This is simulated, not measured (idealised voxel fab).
The process module presented herein is designated voxel transistor to metal.
Cross-section cut spans 175 nm and uses square cells 5 nm in size.
The cross-sections in this document take the form of a grid made of square cells. They are written out as bands, in order from top to bottom. Each band consists of one or more rows of cells. Band entry format. Leading values: height of top, height of bottom, nm. Remainder: materials in left-to-right order, each with its width in nm. Special words: "throughout" on a single material, which then fills the band edge to edge; "blank", empty space. The level at which height equals 0 is the one under which the wafer, as it arrives, is entirely one material. No lower edge exists for the bottom band, which continues downward and is notated as in "0 -> down". You'd read "30->40" like this: the band's top row of cells is as wide as the first number, its bottom row is as wide as the second, and going down, every row changes width by the same amount as the row before did. Where the words "no alteration" appear for a step, the cross-section shows no cell changed by that step; every cell remained as before. The entry titled "Enclosed internal voids" provides the empty spaces that have no open way to the top, restricted to those of 8 cells or more. Each is presented as width x height at distance, the distance being measured from the left edge, with all three in nm. On each step's line, the part that comes after the settings is the simulator's own comment on the step. Regarding "overlay nm": on a step with a mask, it is the distance the mask lay to the right of its planned place; a negative value places it to the left. Reading key. Pairs: pre-step and post-step cross-section, one process step apart; post-step view only to lowest changed band. Step between + settings: beneath pair. Runs: pairs may be from different runs of this module, same starting wafer. Continuation from pair above: only where "Pre-step view" entry says.

Pre-step view:
- 0 -> down = Si throughout
- Enclosed internal voids: none

State After Step:
- 0 -> -5 = SiO2 throughout
- Rest of section, below -5: as before.
- Enclosed internal voids: none
Going from one cross-section above to the next, the wafer undergoes OXIDIZE | depth nm 5

Pre-step view: it's just the after picture from the pair right above this one.

State After Step:
- 15 -> 0 = SiN throughout
- Rest of section, below 0: as before.
- Enclosed internal voids: none
Going from one cross-section above to the next, the wafer undergoes CONFORMAL_DEP | material SiN | thk nm 15

Pre-step view: it's just the after picture from the pair right above this one.

State After Step:
- 35 -> 15 = blank (20) | resist (135) | blank (20)
- Rest of section, below 15: as before.
- Enclosed internal voids: none
Going from one cross-section above to the next, the wafer undergoes PATTERN | tone cover | mask id ACTIVE | material resist | width nm 135 | thk nm 20 | overlay nm 0

Pre-step view: it's just the after picture from the pair right above this one.

State After Step:
- 35 -> 15 = blank (20) | resist (135) | blank (20)
- 15 -> 0 = blank (20) | SiN (135) | blank (20)
- Rest of section, below 0: as before.
- Enclosed internal voids: none
Going from one cross-section above to the next, the wafer undergoes DIRECTIONAL_ETCH | etch materials SiN | depth nm 15

Pre-step view: it's just the after picture from the pair right above this one.

State After Step:
- 35 -> 15 = blank (20) | resist (135) | blank (20)
- 15 -> 0 = blank (20) | SiN (135) | blank (20)
- 0 -> -5 = blank (20) | SiO2 (135) | blank (20)
- Rest of section, below -5: as before.
- Enclosed internal voids: none
Going from one cross-section above to the next, the wafer undergoes DIRECTIONAL_ETCH | etch materials SiO2 | depth nm 5

Pre-step view: it's just the after picture from the pair right above this one.

State After Step:
- 35 -> 15 = blank (20) | resist (135) | blank (20)
- 15 -> 0 = blank (20) | SiN (135) | blank (20)
- 0 -> -5 = blank (20) | SiO2 (135) | blank (20)
- -5 -> -30 = blank (20) | Si (135) | blank (20)
- Rest of section, below -30: as before.
- Enclosed internal voids: none
Going from one cross-section above to the next, the wafer undergoes DIRECTIONAL_ETCH | etch materials Si | depth nm 25

Pre-step view: it's just the after picture from the pair right above this one.

State After Step:
- 15 -> 0 = blank (20) | SiN (135) | blank (20)
- Rest of section, below 0: as before.
- Enclosed internal voids: none
Going from one cross-section above to the next, the wafer undergoes STRIP | etch materials resist

Pre-step view: it's just the after picture from the pair right above this one.

State After Step:
- 30 -> 15 = SiO2 throughout
- 15 -> 0 = SiO2 (20) | SiN (135) | SiO2 (20)
- 0 -> -5 = SiO2 throughout
- -5 -> -30 = SiO2 (20) | Si (135) | SiO2 (20)
- Rest of section, below -30: as before.
- Enclosed internal voids: none
Going from one cross-section above to the next, the wafer undergoes FILL_DEP | material SiO2 | thk nm 15

Pre-step view: it's just the after picture from the pair right above this one.

State After Step:
- 15 -> 0 = SiO2 (20) | SiN (135) | SiO2 (20)
- Rest of section, below 0: as before.
- Enclosed internal voids: none
Going from one cross-section above to the next, the wafer undergoes CMP | height nm 15

Pre-step view: it's just the after picture from the pair right above this one.

State After Step:
- 15 -> 5 = blank (20) | SiN (135) | blank (20)
- Rest of section, below 5: as before.
- Enclosed internal voids: none
Going from one cross-section above to the next, the wafer undergoes SELECTIVE_ETCH | etch materials SiO2 | depth nm 10

Pre-step view: it's just the after picture from the pair right above this one.

State After Step:
- 5 -> 0 = SiO2 (20) | blank (135) | SiO2 (20)
- Rest of section, below 0: as before.
- Enclosed internal voids: none
Going from one cross-section above to the next, the wafer undergoes STRIP | etch materials SiN

Pre-step view: it's just the after picture from the pair right above this one.

State After Step:
- 0 -> -5 = SiO2 (15) | blank (145) | SiO2 (15)
- Rest of section, below -5: as before.
- Enclosed internal voids: none
Going from one cross-section above to the next, the wafer undergoes SELECTIVE_ETCH | etch materials SiO2 | depth nm 5

Pre-step view: it's just the after picture from the pair right above this one.

State After Step:
- 0 -> -5 = SiO2 (15) | blank (145) | SiO2 (15)
- -5 -> -10 = SiO2 throughout
- Rest of section, below -10: as before.
- Enclosed internal voids: none
Going from one cross-section above to the next, the wafer undergoes OXIDIZE | depth nm 5

Pre-step view: it's just the after picture from the pair right above this one.

State After Step:
- 30 -> 25 = polySi (15) | blank (145) | polySi (15)
- 25 -> 0 = polySi throughout
- 0 -> -5 = SiO2 (15) | polySi (145) | SiO2 (15)
- Rest of section, below -5: as before.
- Enclosed internal voids: none
Going from one cross-section above to the next, the wafer undergoes DIRECTIONAL_DEP | material polySi | thk nm 30

Pre-step view: it's just the after picture from the pair right above this one.

State After Step:
- 45 -> 40 = SiCN (15) | blank (145) | SiCN (15)
- 40 -> 30 = SiCN throughout
- 30 -> 25 = polySi (15) | SiCN (145) | polySi (15)
- Rest of section, below 25: as before.
- Enclosed internal voids: none
Going from one cross-section above to the next, the wafer undergoes DIRECTIONAL_DEP | material SiCN | thk nm 15

Pre-step view: it's just the after picture from the pair right above this one.

State After Step:
- 65 -> 45 = blank (70) | resist (35) | blank (70)
- 45 -> 40 = SiCN (15) | blank (55) | resist (35) | blank (55) | SiCN (15)
- Rest of section, below 40: as before.
- Enclosed internal voids: none
Going from one cross-section above to the next, the wafer undergoes PATTERN | tone cover | mask id GATE | material resist | width nm 35 | thk nm 20 | overlay nm 0

Pre-step view: it's just the after picture from the pair right above this one.

State After Step:
- 65 -> 40 = blank (70) | resist (35) | blank (70)
- 40 -> 30 = blank (70) | SiCN (35) | blank (70)
- 30 -> 25 = polySi (15) | blank (55) | SiCN (35) | blank (55) | polySi (15)
- Rest of section, below 25: as before.
- Enclosed internal voids: none
Going from one cross-section above to the next, the wafer undergoes DIRECTIONAL_ETCH | etch materials SiCN | depth nm 25

Pre-step view: it's just the after picture from the pair right above this one.

State After Step:
- 65 -> 40 = blank (70) | resist (35) | blank (70)
- 40 -> 25 = blank (70) | SiCN (35) | blank (70)
- 25 -> 0 = blank (70) | polySi (35) | blank (70)
- 0 -> -5 = SiO2 (15) | blank (55) | polySi (35) | blank (55) | SiO2 (15)
- Rest of section, below -5: as before.
- Enclosed internal voids: none
Going from one cross-section above to the next, the wafer undergoes DIRECTIONAL_ETCH | etch materials polySi | depth nm 40

Pre-step view: it's just the after picture from the pair right above this one.

State After Step:
- 40 -> 25 = blank (70) | SiCN (35) | blank (70)
- Rest of section, below 25: as before.
- Enclosed internal voids: none
Going from one cross-section above to the next, the wafer undergoes STRIP | etch materials resist

Pre-step view: it's just the after picture from the pair right above this one.

State After Step:
- 45 -> 40 = blank (65) | SiO2 (45) | blank (65)
- 40 -> 25 = blank (65) | SiO2 (5) | SiCN (35) | SiO2 (5) | blank (65)
- 25 -> 5 = blank (65) | SiO2 (5) | polySi (35) | SiO2 (5) | blank (65)
- 5 -> 0 = SiO2 (20) | blank (45) | SiO2 (5) | polySi (35) | SiO2 (5) | blank (45) | SiO2 (20)
- 0 -> -5 = SiO2 (70) | polySi (35) | SiO2 (70)
- Rest of section, below -5: as before.
- Enclosed internal voids: none
Going from one cross-section above to the next, the wafer undergoes CONFORMAL_DEP | material SiO2 | thk nm 5

Pre-step view: it's just the after picture from the pair right above this one.

State After Step:
- 40 -> 25 = blank (65) | SiO2 (5) | SiCN (35) | SiO2 (5) | blank (65)
- 25 -> 0 = blank (65) | SiO2 (5) | polySi (35) | SiO2 (5) | blank (65)
- 0 -> -5 = SiO2 (20) | blank (45) | SiO2 (5) | polySi (35) | SiO2 (5) | blank (45) | SiO2 (20)
- Rest of section, below -5: as before.
- Enclosed internal voids: none
Going from one cross-section above to the next, the wafer undergoes DIRECTIONAL_ETCH | etch materials SiO2 | depth nm 5

Pre-step view: it's just the after picture from the pair right above this one.

State After Step:
- 50 -> 40 = blank (55) | SiN (65) | blank (55)
- 40 -> 25 = blank (55) | SiN (10) | SiO2 (5) | SiCN (35) | SiO2 (5) | SiN (10) | blank (55)
- 25 -> 10 = blank (55) | SiN (10) | SiO2 (5) | polySi (35) | SiO2 (5) | SiN (10) | blank (55)
- 10 -> 5 = SiN (30) | blank (25) | SiN (10) | SiO2 (5) | polySi (35) | SiO2 (5) | SiN (10) | blank (25) | SiN (30)
- 5 -> 0 = SiN (65) | SiO2 (5) | polySi (35) | SiO2 (5) | SiN (65)
- 0 -> -5 = SiO2 (20) | SiN (45) | SiO2 (5) | polySi (35) | SiO2 (5) | SiN (45) | SiO2 (20)
- Rest of section, below -5: as before.
- Enclosed internal voids: none
Going from one cross-section above to the next, the wafer undergoes CONFORMAL_DEP | material SiN | thk nm 10

Pre-step view: it's just the after picture from the pair right above this one.

State After Step:
- 40 -> 25 = blank (55) | SiN (10) | SiO2 (5) | SiCN (35) | SiO2 (5) | SiN (10) | blank (55)
- 25 -> 0 = blank (55) | SiN (10) | SiO2 (5) | polySi (35) | SiO2 (5) | SiN (10) | blank (55)
- 0 -> -5 = SiO2 (20) | SiN (10) | blank (25) | SiN (10) | SiO2 (5) | polySi (35) | SiO2 (5) | SiN (10) | blank (25) | SiN (10) | SiO2 (20)
- Rest of section, below -5: as before.
- Enclosed internal voids: none
Going from one cross-section above to the next, the wafer undergoes DIRECTIONAL_ETCH | etch materials SiN | depth nm 10

Pre-step view: it's just the after picture from the pair right above this one.

State After Step:
- 40 -> 35 = blank (55) | SiN (10) | blank (5) | SiCN (35) | blank (5) | SiN (10) | blank (55)
- 35 -> 25 = blank (55) | SiN (10) | SiO2 (5) | SiCN (35) | SiO2 (5) | SiN (10) | blank (55)
- 25 -> 0 = blank (55) | SiN (10) | SiO2 (5) | polySi (35) | SiO2 (5) | SiN (10) | blank (55)
- 0 -> -5 = blank (20) | SiN (10) | blank (25) | SiN (10) | SiO2 (5) | polySi (35) | SiO2 (5) | SiN (10) | blank (25) | SiN (10) | blank (20)
- -5 -> -10 = SiO2 (30) | blank (25) | SiO2 (65) | blank (25) | SiO2 (30)
- Rest of section, below -10: as before.
- Enclosed internal voids: none
Going from one cross-section above to the next, the wafer undergoes DIRECTIONAL_ETCH | etch materials SiO2 | depth nm 5

Pre-step view: it's just the after picture from the pair right above this one.

State After Step:
- 40 -> 35 = blank (55) | SiN (10) | blank (5) | SiCN (35) | blank (5) | SiN (10) | blank (55)
- 35 -> 25 = blank (55) | SiN (10) | SiO2 (5) | SiCN (35) | SiO2 (5) | SiN (10) | blank (55)
- 25 -> 0 = blank (55) | SiN (10) | SiO2 (5) | polySi (35) | SiO2 (5) | SiN (10) | blank (55)
- 0 -> -5 = blank (20) | SiN (10) | blank (25) | SiN (10) | SiO2 (5) | polySi (35) | SiO2 (5) | SiN (10) | blank (25) | SiN (10) | blank (20)
- -5 -> -10 = SiO2 (30) | blank (25) | SiO2 (65) | blank (25) | SiO2 (30)
- -10 -> -25 = SiO2 (20) | Si (10) | blank (25) | Si (65) | blank (25) | Si (10) | SiO2 (20)
- Rest of section, below -25: as before.
- Enclosed internal voids: none
Going from one cross-section above to the next, the wafer undergoes DIRECTIONAL_ETCH | etch materials Si | depth nm 15

Pre-step view: it's just the after picture from the pair right above this one.

State After Step:
- 40 -> 35 = blank (55) | SiN (10) | blank (5) | SiCN (35) | blank (5) | SiN (10) | blank (55)
- 35 -> 25 = blank (55) | SiN (10) | SiO2 (5) | SiCN (35) | SiO2 (5) | SiN (10) | blank (55)
- 25 -> 5 = blank (55) | SiN (10) | SiO2 (5) | polySi (35) | SiO2 (5) | SiN (10) | blank (55)
- 5 -> 0 = blank (25) | nSi (30) | SiN (10) | SiO2 (5) | polySi (35) | SiO2 (5) | SiN (10) | nSi (30) | blank (25)
- 0 -> -5 = blank (20) | SiN (10) | nSi (25) | SiN (10) | SiO2 (5) | polySi (35) | SiO2 (5) | SiN (10) | nSi (25) | SiN (10) | blank (20)
- -5 -> -10 = SiO2 (30) | nSi (25) | SiO2 (65) | nSi (25) | SiO2 (30)
- -10 -> -25 = SiO2 (20) | Si (10) | nSi (25) | Si (65) | nSi (25) | Si (10) | SiO2 (20)
- Rest of section, below -25: as before.
- Enclosed internal voids: none
Going from one cross-section above to the next, the wafer undergoes EPI | material nSi | thk nm 15

Pre-step view: it's just the after picture from the pair right above this one.

State After Step:
- 45 -> 40 = SiO2 throughout
- 40 -> 25 = SiO2 (55) | SiN (10) | SiO2 (5) | SiCN (35) | SiO2 (5) | SiN (10) | SiO2 (55)
- 25 -> 5 = SiO2 (55) | SiN (10) | SiO2 (5) | polySi (35) | SiO2 (5) | SiN (10) | SiO2 (55)
- 5 -> 0 = SiO2 (25) | nSi (30) | SiN (10) | SiO2 (5) | polySi (35) | SiO2 (5) | SiN (10) | nSi (30) | SiO2 (25)
- 0 -> -5 = SiO2 (20) | SiN (10) | nSi (25) | SiN (10) | SiO2 (5) | polySi (35) | SiO2 (5) | SiN (10) | nSi (25) | SiN (10) | SiO2 (20)
- Rest of section, below -5: as before.
- Enclosed internal voids: none
Going from one cross-section above to the next, the wafer undergoes FILL_DEP | material SiO2 | thk nm 5

Pre-step view: it's just the after picture from the pair right above this one.

State After Step:
- 25 -> 5 = SiO2 (55) | SiN (10) | SiO2 (5) | polySi (35) | SiO2 (5) | SiN (10) | SiO2 (55)
- Rest of section, below 5: as before.
- Enclosed internal voids: none
Going from one cross-section above to the next, the wafer undergoes CMP | height nm 25

Pre-step view: it's just the after picture from the pair right above this one.

State After Step:
- 25 -> 5 = SiO2 (55) | SiN (10) | SiO2 (5) | blank (35) | SiO2 (5) | SiN (10) | SiO2 (55)
- 5 -> 0 = SiO2 (25) | nSi (30) | SiN (10) | SiO2 (5) | blank (35) | SiO2 (5) | SiN (10) | nSi (30) | SiO2 (25)
- 0 -> -5 = SiO2 (20) | SiN (10) | nSi (25) | SiN (10) | SiO2 (5) | blank (35) | SiO2 (5) | SiN (10) | nSi (25) | SiN (10) | SiO2 (20)
- Rest of section, below -5: as before.
- Enclosed internal voids: none
Going from one cross-section above to the next, the wafer undergoes STRIP | etch materials polySi

Pre-step view: it's just the after picture from the pair right above this one.

State After Step:
- 25 -> 20 = blank (55) | SiN (10) | blank (45) | SiN (10) | blank (55)
- 20 -> 5 = SiO2 (55) | SiN (10) | blank (45) | SiN (10) | SiO2 (55)
- 5 -> 0 = SiO2 (25) | nSi (30) | SiN (10) | blank (45) | SiN (10) | nSi (30) | SiO2 (25)
- 0 -> -5 = SiO2 (20) | SiN (10) | nSi (25) | SiN (10) | blank (45) | SiN (10) | nSi (25) | SiN (10) | SiO2 (20)
- -5 -> -10 = SiO2 (30) | nSi (25) | SiO2 (10) | blank (45) | SiO2 (10) | nSi (25) | SiO2 (30)
- Rest of section, below -10: as before.
- Enclosed internal voids: none
Going from one cross-section above to the next, the wafer undergoes SELECTIVE_ETCH | etch materials SiO2 | depth nm 5

Pre-step view: it's just the after picture from the pair right above this one.

State After Step:
- 30 -> 25 = blank (50) | HfO2 (20) | blank (35) | HfO2 (20) | blank (50)
- 25 -> 20 = HfO2 (55) | SiN (10) | HfO2 (5) | blank (35) | HfO2 (5) | SiN (10) | HfO2 (55)
- 20 -> 5 = SiO2 (55) | SiN (10) | HfO2 (5) | blank (35) | HfO2 (5) | SiN (10) | SiO2 (55)
- 5 -> 0 = SiO2 (25) | nSi (30) | SiN (10) | HfO2 (5) | blank (35) | HfO2 (5) | SiN (10) | nSi (30) | SiO2 (25)
- 0 -> -5 = SiO2 (20) | SiN (10) | nSi (25) | SiN (10) | HfO2 (5) | blank (35) | HfO2 (5) | SiN (10) | nSi (25) | SiN (10) | SiO2 (20)
- -5 -> -10 = SiO2 (30) | nSi (25) | SiO2 (10) | HfO2 (45) | SiO2 (10) | nSi (25) | SiO2 (30)
- Rest of section, below -10: as before.
- Enclosed internal voids: none
Going from one cross-section above to the next, the wafer undergoes CONFORMAL_DEP | material HfO2 | thk nm 5

Pre-step view: it's just the after picture from the pair right above this one.

State After Step:
- 35 -> 30 = blank (45) | TiN (30) | blank (25) | TiN (30) | blank (45)
- 30 -> 25 = TiN (50) | HfO2 (20) | TiN (5) | blank (25) | TiN (5) | HfO2 (20) | TiN (50)
- 25 -> 20 = HfO2 (55) | SiN (10) | HfO2 (5) | TiN (5) | blank (25) | TiN (5) | HfO2 (5) | SiN (10) | HfO2 (55)
- 20 -> 5 = SiO2 (55) | SiN (10) | HfO2 (5) | TiN (5) | blank (25) | TiN (5) | HfO2 (5) | SiN (10) | SiO2 (55)
- 5 -> 0 = SiO2 (25) | nSi (30) | SiN (10) | HfO2 (5) | TiN (5) | blank (25) | TiN (5) | HfO2 (5) | SiN (10) | nSi (30) | SiO2 (25)
- 0 -> -5 = SiO2 (20) | SiN (10) | nSi (25) | SiN (10) | HfO2 (5) | TiN (35) | HfO2 (5) | SiN (10) | nSi (25) | SiN (10) | SiO2 (20)
- Rest of section, below -5: as before.
- Enclosed internal voids: none
Going from one cross-section above to the next, the wafer undergoes CONFORMAL_DEP | material TiN | thk nm 5

Pre-step view: it's just the after picture from the pair right above this one.

State After Step:
- 40 -> 35 = W throughout
- 35 -> 30 = W (45) | TiN (30) | W (25) | TiN (30) | W (45)
- 30 -> 25 = TiN (50) | HfO2 (20) | TiN (5) | W (25) | TiN (5) | HfO2 (20) | TiN (50)
- 25 -> 20 = HfO2 (55) | SiN (10) | HfO2 (5) | TiN (5) | W (25) | TiN (5) | HfO2 (5) | SiN (10) | HfO2 (55)
- 20 -> 5 = SiO2 (55) | SiN (10) | HfO2 (5) | TiN (5) | W (25) | TiN (5) | HfO2 (5) | SiN (10) | SiO2 (55)
- 5 -> 0 = SiO2 (25) | nSi (30) | SiN (10) | HfO2 (5) | TiN (5) | W (25) | TiN (5) | HfO2 (5) | SiN (10) | nSi (30) | SiO2 (25)
- Rest of section, below 0: as before.
- Enclosed internal voids: none
Going from one cross-section above to the next, the wafer undergoes FILL_DEP | material W | thk nm 5

Pre-step view: it's just the after picture from the pair right above this one.

State After Step:
- 20 -> 5 = SiO2 (55) | SiN (10) | HfO2 (5) | TiN (5) | W (25) | TiN (5) | HfO2 (5) | SiN (10) | SiO2 (55)
- Rest of section, below 5: as before.
- Enclosed internal voids: none
Going from one cross-section above to the next, the wafer undergoes CMP | height nm 20

Pre-step view: it's just the after picture from the pair right above this one.

State After Step:
- 30 -> 20 = SiO2 throughout
- Rest of section, below 20: as before.
- Enclosed internal voids: none
Going from one cross-section above to the next, the wafer undergoes DIRECTIONAL_DEP | material SiO2 | thk nm 10

Pre-step view: it's just the after picture from the pair right above this one.

State After Step:
- 30 -> 20 = SiO2 (30) | blank (20) | SiO2 (75) | blank (20) | SiO2 (30)
- 20 -> 5 = SiO2 (30) | blank (20) | SiO2 (5) | SiN (10) | HfO2 (5) | TiN (5) | W (25) | TiN (5) | HfO2 (5) | SiN (10) | SiO2 (5) | blank (20) | SiO2 (30)
- Rest of section, below 5: as before.
- Enclosed internal voids: none
Going from one cross-section above to the next, the wafer undergoes MASKED_ETCH | tone open | mask id CONTACT | width nm 20 | pitch nm 95 | etch materials SiO2 | depth nm 25 | overlay nm 0

Pre-step view: it's just the after picture from the pair right above this one.

State After Step:
- 35 -> 30 = TiN (35) | blank (10) | TiN (85) | blank (10) | TiN (35)
- 30 -> 20 = SiO2 (30) | TiN (5) | blank (10) | TiN (5) | SiO2 (75) | TiN (5) | blank (10) | TiN (5) | SiO2 (30)
- 20 -> 10 = SiO2 (30) | TiN (5) | blank (10) | TiN (5) | SiO2 (5) | SiN (10) | HfO2 (5) | TiN (5) | W (25) | TiN (5) | HfO2 (5) | SiN (10) | SiO2 (5) | TiN (5) | blank (10) | TiN (5) | SiO2 (30)
- 10 -> 5 = SiO2 (30) | TiN (20) | SiO2 (5) | SiN (10) | HfO2 (5) | TiN (5) | W (25) | TiN (5) | HfO2 (5) | SiN (10) | SiO2 (5) | TiN (20) | SiO2 (30)
- Rest of section, below 5: as before.
- Enclosed internal voids: none
Going from one cross-section above to the next, the wafer undergoes CONFORMAL_DEP | material TiN | thk nm 5

Pre-step view: it's just the after picture from the pair right above this one.

State After Step:
- 45 -> 35 = W throughout
- 35 -> 30 = TiN (35) | W (10) | TiN (85) | W (10) | TiN (35)
- 30 -> 20 = SiO2 (30) | TiN (5) | W (10) | TiN (5) | SiO2 (75) | TiN (5) | W (10) | TiN (5) | SiO2 (30)
- 20 -> 10 = SiO2 (30) | TiN (5) | W (10) | TiN (5) | SiO2 (5) | SiN (10) | HfO2 (5) | TiN (5) | W (25) | TiN (5) | HfO2 (5) | SiN (10) | SiO2 (5) | TiN (5) | W (10) | TiN (5) | SiO2 (30)
- Rest of section, below 10: as before.
- Enclosed internal voids: none
Going from one cross-section above to the next, the wafer undergoes FILL_DEP | material W | thk nm 10

Pre-step view: it's just the after picture from the pair right above this one.

State After Step:
- 30 -> 20 = SiO2 (30) | TiN (5) | W (10) | TiN (5) | SiO2 (75) | TiN (5) | W (10) | TiN (5) | SiO2 (30)
- Rest of section, below 20: as before.
- Enclosed internal voids: none
Going from one cross-section above to the next, the wafer undergoes CMP | height nm 30

Pre-step view: it's just the after picture from the pair right above this one.

State After Step:
- 35 -> 30 = TiN throughout
- Rest of section, below 30: as before.
- Enclosed internal voids: none
Going from one cross-section above to the next, the wafer undergoes DIRECTIONAL_DEP | material TiN | thk nm 5

Pre-step view: it's just the after picture from the pair right above this one.

State After Step:
- 50 -> 35 = W throughout
- Rest of section, below 35: as before.
- Enclosed internal voids: none
Going from one cross-section above to the next, the wafer undergoes DIRECTIONAL_DEP | material W | thk nm 15

Pre-step view: it's just the after picture from the pair right above this one.

State After Step:
- 60 -> 50 = aC throughout
- Rest of section, below 50: as before.
- Enclosed internal voids: none
Going from one cross-section above to the next, the wafer undergoes DIRECTIONAL_DEP | material aC | thk nm 10

Pre-step view: it's just the after picture from the pair right above this one.

State After Step:
- 90 -> 60 = blank (30) | resist (20) | blank (75) | resist (20) | blank (30)
- Rest of section, below 60: as before.
- Enclosed internal voids: none
Going from one cross-section above to the next, the wafer undergoes PATTERN | tone cover | mask id METAL_1 | material resist | width nm 20 | pitch nm 95 | thk nm 30 | overlay nm 0

Pre-step view: it's just the after picture from the pair right above this one.

State After Step:
- 80 -> 60 = blank (30) | resist (20) | blank (75) | resist (20) | blank (30)
- 60 -> 50 = blank (30) | aC (20) | blank (75) | aC (20) | blank (30)
- Rest of section, below 50: as before.
- Enclosed internal voids: none
Going from one cross-section above to the next, the wafer undergoes DIRECTIONAL_ETCH | etch materials aC | depth nm 10

Pre-step view: it's just the after picture from the pair right above this one.

State After Step:
- 60 -> 50 = blank (30) | aC (20) | blank (75) | aC (20) | blank (30)
- Rest of section, below 50: as before.
- Enclosed internal voids: none
Going from one cross-section above to the next, the wafer undergoes STRIP | etch materials resist

Pre-step view: it's just the after picture from the pair right above this one.

State After Step:
- 60 -> 50 = blank (30) | aC (20) | blank (75) | aC (20) | blank (30)
- 50 -> 35 = blank (30) | W (20) | blank (75) | W (20) | blank (30)
- Rest of section, below 35: as before.
- Enclosed internal voids: none
Going from one cross-section above to the next, the wafer undergoes DIRECTIONAL_ETCH | etch materials W | depth nm 15

Pre-step view: it's just the after picture from the pair right above this one.

State After Step:
- 60 -> 50 = blank (30) | aC (20) | blank (75) | aC (20) | blank (30)
- 50 -> 35 = blank (30) | W (20) | blank (75) | W (20) | blank (30)
- 35 -> 30 = blank (30) | TiN (20) | blank (75) | TiN (20) | blank (30)
- Rest of section, below 30: as before.
- Enclosed internal voids: none
Going from one cross-section above to the next, the wafer undergoes DIRECTIONAL_ETCH | etch materials TiN | depth nm 5

Pre-step view: it's just the after picture from the pair right above this one.

State After Step:
- 50 -> 35 = blank (30) | W (20) | blank (75) | W (20) | blank (30)
- Rest of section, below 35: as before.
- Enclosed internal voids: none
Going from one cross-section above to the next, the wafer undergoes STRIP | etch materials aC

Pre-step view: it's just the after picture from the pair right above this one.

State After Step:
- 55 -> 50 = blank (25) | SiCN (30) | blank (65) | SiCN (30) | blank (25)
- 50 -> 35 = blank (25) | SiCN (5) | W (20) | SiCN (5) | blank (65) | SiCN (5) | W (20) | SiCN (5) | blank (25)
- 35 -> 30 = SiCN (30) | TiN (20) | SiCN (75) | TiN (20) | SiCN (30)
- Rest of section, below 30: as before.
- Enclosed internal voids: none
Going from one cross-section above to the next, the wafer undergoes CONFORMAL_DEP | material SiCN | thk nm 5

Pre-step view: it's just the after picture from the pair right above this one.

State After Step:
- 65 -> 55 = lowk throughout
- 55 -> 50 = lowk (25) | SiCN (30) | lowk (65) | SiCN (30) | lowk (25)
- 50 -> 35 = lowk (25) | SiCN (5) | W (20) | SiCN (5) | lowk (65) | SiCN (5) | W (20) | SiCN (5) | lowk (25)
- Rest of section, below 35: as before.
- Enclosed internal voids: none
Going from one cross-section above to the next, the wafer undergoes FILL_DEP | material lowk | thk nm 10

Pre-step view: it's just the after picture from the pair right above this one.

State After Step:
- 50 -> 35 = lowk (25) | SiCN (5) | W (20) | SiCN (5) | lowk (65) | SiCN (5) | W (20) | SiCN (5) | lowk (25)
- Rest of section, below 35: as before.
- Enclosed internal voids: none
Going from one cross-section above to the next, the wafer undergoes CMP | height nm 50

Pre-step view: it's just the after picture from the pair right above this one.

State After Step:
- 55 -> 50 = SiCN throughout
- Rest of section, below 50: as before.
- Enclosed internal voids: none
Going from one cross-section above to the next, the wafer undergoes CONFORMAL_DEP | material SiCN | thk nm 5

Pre-step view:
- 30 -> 15 = SiO2 throughout
- 15 -> 0 = SiO2 (20) | SiN (135) | SiO2 (20)
- 0 -> -5 = SiO2 throughout
- -5 -> -30 = SiO2 (20) | Si (135) | SiO2 (20)
- -30 -> down = Si throughout
- Enclosed internal voids: none

State After Step:
- 20 -> 15 = SiO2 throughout
- Rest of section, below 15: as before.
- Enclosed internal voids: none
Going from one cross-section above to the next, the wafer undergoes SELECTIVE_ETCH | etch materials SiO2 | depth nm 10

Pre-step view: it's just the after picture from the pair right above this one.

State After Step:
- 15 -> 0 = SiO2 (20) | SiN (135) | SiO2 (20)
- Rest of section, below 0: as before.
- Enclosed internal voids: none
Going from one cross-section above to the next, the wafer undergoes SELECTIVE_ETCH | etch materials SiO2 | depth nm 5

Pre-step view: it's just the after picture from the pair right above this one.

State After Step:
- 45 -> 15 = polySi throughout
- Rest of section, below 15: as before.
- Enclosed internal voids: none
Going from one cross-section above to the next, the wafer undergoes DIRECTIONAL_DEP | material polySi | thk nm 30

Pre-step view: it's just the after picture from the pair right above this one.

State After Step:
- 60 -> 45 = SiCN throughout
- Rest of section, below 45: as before.
- Enclosed internal voids: none
Going from one cross-section above to the next, the wafer undergoes DIRECTIONAL_DEP | material SiCN | thk nm 15

Pre-step view: it's just the after picture from the pair right above this one.

State After Step:
- 80 -> 60 = blank (70) | resist (35) | blank (70)
- Rest of section, below 60: as before.
- Enclosed internal voids: none
Going from one cross-section above to the next, the wafer undergoes PATTERN | tone cover | mask id GATE | material resist | width nm 35 | thk nm 20 | overlay nm 0

Pre-step view: it's just the after picture from the pair right above this one.

State After Step:
- 80 -> 60 = blank (70) | resist (35) | blank (70)
- 60 -> 45 = blank (70) | SiCN (35) | blank (70)
- Rest of section, below 45: as before.
- Enclosed internal voids: none
Going from one cross-section above to the next, the wafer undergoes DIRECTIONAL_ETCH | etch materials SiCN | depth nm 25

Pre-step view: it's just the after picture from the pair right above this one.

State After Step:
- 80 -> 60 = blank (70) | resist (35) | blank (70)
- 60 -> 45 = blank (70) | SiCN (35) | blank (70)
- 45 -> 15 = blank (70) | polySi (35) | blank (70)
- Rest of section, below 15: as before.
- Enclosed internal voids: none
Going from one cross-section above to the next, the wafer undergoes DIRECTIONAL_ETCH | etch materials polySi | depth nm 40

Pre-step view: it's just the after picture from the pair right above this one.

State After Step:
- 60 -> 45 = blank (70) | SiCN (35) | blank (70)
- Rest of section, below 45: as before.
- Enclosed internal voids: none
Going from one cross-section above to the next, the wafer undergoes STRIP | etch materials resist

Pre-step view: it's just the after picture from the pair right above this one.

State After Step:
- 65 -> 60 = blank (65) | SiO2 (45) | blank (65)
- 60 -> 45 = blank (65) | SiO2 (5) | SiCN (35) | SiO2 (5) | blank (65)
- 45 -> 20 = blank (65) | SiO2 (5) | polySi (35) | SiO2 (5) | blank (65)
- 20 -> 15 = SiO2 (70) | polySi (35) | SiO2 (70)
- Rest of section, below 15: as before.
- Enclosed internal voids: none
Going from one cross-section above to the next, the wafer undergoes CONFORMAL_DEP | material SiO2 | thk nm 5

Pre-step view: it's just the after picture from the pair right above this one.

State After Step:
- 60 -> 45 = blank (65) | SiO2 (5) | SiCN (35) | SiO2 (5) | blank (65)
- 45 -> 15 = blank (65) | SiO2 (5) | polySi (35) | SiO2 (5) | blank (65)
- Rest of section, below 15: as before.
- Enclosed internal voids: none
Going from one cross-section above to the next, the wafer undergoes DIRECTIONAL_ETCH | etch materials SiO2 | depth nm 5
